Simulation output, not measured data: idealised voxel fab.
This is a process module. Its name is voxel ribs on slabs.
Section shown: cut. Width: 260 nm. Cell size: 5 nm, square.
A cross-section in this document is a grid of square cells, and it is written down as bands, the top band listed before the ones below it; a band is made up of one or more rows of cells.
Each band's line starts with the height of the band's top and of its bottom, in nm. Then come its materials from left to right, each with its width in nm. One material with "full width" fills the band from edge to edge. "empty" is empty space.
We count height from 0. Below that, the starting wafer is all one material. The lowest band never ends at the bottom but goes on down; see "0..down" for how that is written.
So if you see something like "30->40" for the width, read it as the top row of the band sitting at the first number and the bottom row at the second, with every row in between moving by the same amount as the last.
Step marked "nothing got changed"? Then no cell in the cross-section changed in it.
Empty spaces without an open route to the top, at least 8 cells in extent, make up the entry "Closed cavity list"; each is given as width x height at distance, where the distance is measured from the left edge, and all are in nm.
Text after the settings on a step's line: the simulator's own remark on that step.
overlay nm: for a step with a mask, the amount by which the mask lay right of where it was planned; a negative amount means left of it.
Listed below are the process steps as planned
1) RECEIVE | material Si
2) DIRECTIONAL_DEP | material SiO2 | thk nm 25
3) DIRECTIONAL_DEP | material polySi | thk nm 25
4) MASKED_ETCH | tone cover | mask id RIB | width nm 25 | etch materials polySi | depth nm 20 | overlay nm 0
5) PATTERN | tone cover | mask id SLAB | material resist | width nm 65 | thk nm 20 | overlay nm 0
6) DIRECTIONAL_ETCH | etch materials polySi | depth nm 5
7) STRIP | etch materials resist
8) FILL_DEP | material SiO2 | thk nm 30
9) CMP | height nm 70
10) DIRECTIONAL_DEP | material TiN | thk nm 5
11) DIRECTIONAL_DEP | material aC | thk nm 15
12) PATTERN | tone cover | mask id HEATER | material resist | width nm 35 | thk nm 35 | overlay nm 0
13) DIRECTIONAL_ETCH | etch materials aC | depth nm 15
14) STRIP | etch materials resist
15) DIRECTIONAL_ETCH | etch materials TiN | depth nm 5
16) STRIP | etch materials aC
17) CONFORMAL_DEP | material SiO2 | thk nm 10
The following pertains to the first of two wafers, which was processed as planned
Cross-section of the wafer upon arrival, representing the state reached after step 1
  0..down | Si full width
  Closed cavity list: none
Cross-section through the wafer, step 2 finished
  25..0 | SiO2 full width
  Whatever lies below 0 is exactly as it was before.
Cross-section through the wafer, step 3 finished
  50..25 | polySi full width
  Whatever lies below 25 is exactly as it was before.
Cross-section through the wafer, step 4 finished
  50..30 | empty: 115; polySi: 25; empty: 120
  Whatever lies below 30 is exactly as it was before.
Cross-section through the wafer, step 5 finished
  70..50 | empty: 95; resist: 65; empty: 100
  50..30 | empty: 95; resist: 20; polySi: 25; resist: 20; empty: 100
  Whatever lies below 30 is exactly as it was before.
Cross-section through the wafer, step 6 finished
  70..50 | empty: 95; resist: 65; empty: 100
  50..30 | empty: 95; resist: 20; polySi: 25; resist: 20; empty: 100
  30..25 | empty: 95; polySi: 65; empty: 100
  Whatever lies below 25 is exactly as it was before.
Cross-section through the wafer, step 7 finished
  50..30 | empty: 115; polySi: 25; empty: 120
  Whatever lies below 30 is exactly as it was before.
Cross-section through the wafer, step 8 finished
  80..50 | SiO2 full width
  50..30 | SiO2: 115; polySi: 25; SiO2: 120
  30..25 | SiO2: 95; polySi: 65; SiO2: 100
  Whatever lies below 25 is exactly as it was before.
Cross-section through the wafer, step 9 finished
  70..50 | SiO2 full width
  Whatever lies below 50 is exactly as it was before.
Cross-section through the wafer, step 10 finished
  75..70 | TiN full width
  Whatever lies below 70 is exactly as it was before.
Cross-section through the wafer, step 11 finished
  90..75 | aC full width
  Whatever lies below 75 is exactly as it was before.
Cross-section through the wafer, step 12 finished
  125..90 | empty: 110; resist: 35; empty: 115
  Whatever lies below 90 is exactly as it was before.
Cross-section through the wafer, step 13 finished
  110..90 | empty: 110; resist: 35; empty: 115
  90..75 | empty: 110; aC: 35; empty: 115
  Whatever lies below 75 is exactly as it was before.
Cross-section through the wafer, step 14 finished
  90..75 | empty: 110; aC: 35; empty: 115
  Whatever lies below 75 is exactly as it was before.
Cross-section through the wafer, step 15 finished
  90..75 | empty: 110; aC: 35; empty: 115
  75..70 | empty: 110; TiN: 35; empty: 115
  Whatever lies below 70 is exactly as it was before.
Cross-section through the wafer, step 16 finished
  75..70 | empty: 110; TiN: 35; empty: 115
  Whatever lies below 70 is exactly as it was before.
Cross-section through the wafer, step 17 finished
  85..80 | empty: 100; SiO2: 55; empty: 105
  80..75 | SiO2 full width
  75..70 | SiO2: 110; TiN: 35; SiO2: 115
  Whatever lies below 70 is exactly as it was before.
Okay, second wafer. Nothing different at the start, nothing different in the plan, just one mistake somewhere in the running. As far as step 3, counting that step, it's the first wafer all over again
Cross-section: second wafer, time at which step 4 was scheduled to end
  50..30 | empty: 105; polySi: 25; empty: 130
  Whatever lies below 30 is exactly as it was before.
Cross-section: second wafer, time at which step 5 was scheduled to end
  70..50 | empty: 95; resist: 65; empty: 100
  50..30 | empty: 95; resist: 10; polySi: 25; resist: 30; empty: 100
  Whatever lies below 30 is exactly as it was before.
Cross-section: second wafer, time at which step 6 was scheduled to end
  70..50 | empty: 95; resist: 65; empty: 100
  50..30 | empty: 95; resist: 10; polySi: 25; resist: 30; empty: 100
  30..25 | empty: 95; polySi: 65; empty: 100
  Whatever lies below 25 is exactly as it was before.
Cross-section: second wafer, time at which step 7 was scheduled to end
  50..30 | empty: 105; polySi: 25; empty: 130
  Whatever lies below 30 is exactly as it was before.
Cross-section: second wafer, time at which step 8 was scheduled to end
  80..50 | SiO2 full width
  50..30 | SiO2: 105; polySi: 25; SiO2: 130
  30..25 | SiO2: 95; polySi: 65; SiO2: 100
  Whatever lies below 25 is exactly as it was before.
Cross-section: second wafer, time at which step 9 was scheduled to end
  70..50 | SiO2 full width
  Whatever lies below 50 is exactly as it was before.
Cross-section: second wafer, time at which step 10 was scheduled to end
  75..70 | TiN full width
  Whatever lies below 70 is exactly as it was before.
Cross-section: second wafer, time at which step 11 was scheduled to end
  90..75 | aC full width
  Whatever lies below 75 is exactly as it was before.
Cross-section: second wafer, time at which step 12 was scheduled to end
  125..90 | empty: 110; resist: 35; empty: 115
  Whatever lies below 90 is exactly as it was before.
Cross-section: second wafer, time at which step 13 was scheduled to end
  110..90 | empty: 110; resist: 35; empty: 115
  90..75 | empty: 110; aC: 35; empty: 115
  Whatever lies below 75 is exactly as it was before.
Cross-section: second wafer, time at which step 14 was scheduled to end
  90..75 | empty: 110; aC: 35; empty: 115
  Whatever lies below 75 is exactly as it was before.
Cross-section: second wafer, time at which step 15 was scheduled to end
  90..75 | empty: 110; aC: 35; empty: 115
  75..70 | empty: 110; TiN: 35; empty: 115
  Whatever lies below 70 is exactly as it was before.
Cross-section: second wafer, time at which step 16 was scheduled to end
  75..70 | empty: 110; TiN: 35; empty: 115
  Whatever lies below 70 is exactly as it was before.
Cross-section: second wafer, time at which step 17 was scheduled to end
  85..80 | empty: 100; SiO2: 55; empty: 105
  80..75 | SiO2 full width
  75..70 | SiO2: 110; TiN: 35; SiO2: 115
  Whatever lies below 70 is exactly as it was before.
what went wrong: step 4 did not use the planned setting and instead ran as MASKED_ETCH | tone cover | mask id RIB | width nm 25 | etch materials polySi | depth nm 20 | overlay nm -10
Heads up: at the end the two wafers have identical cell counts per material, they're just laid out differently.
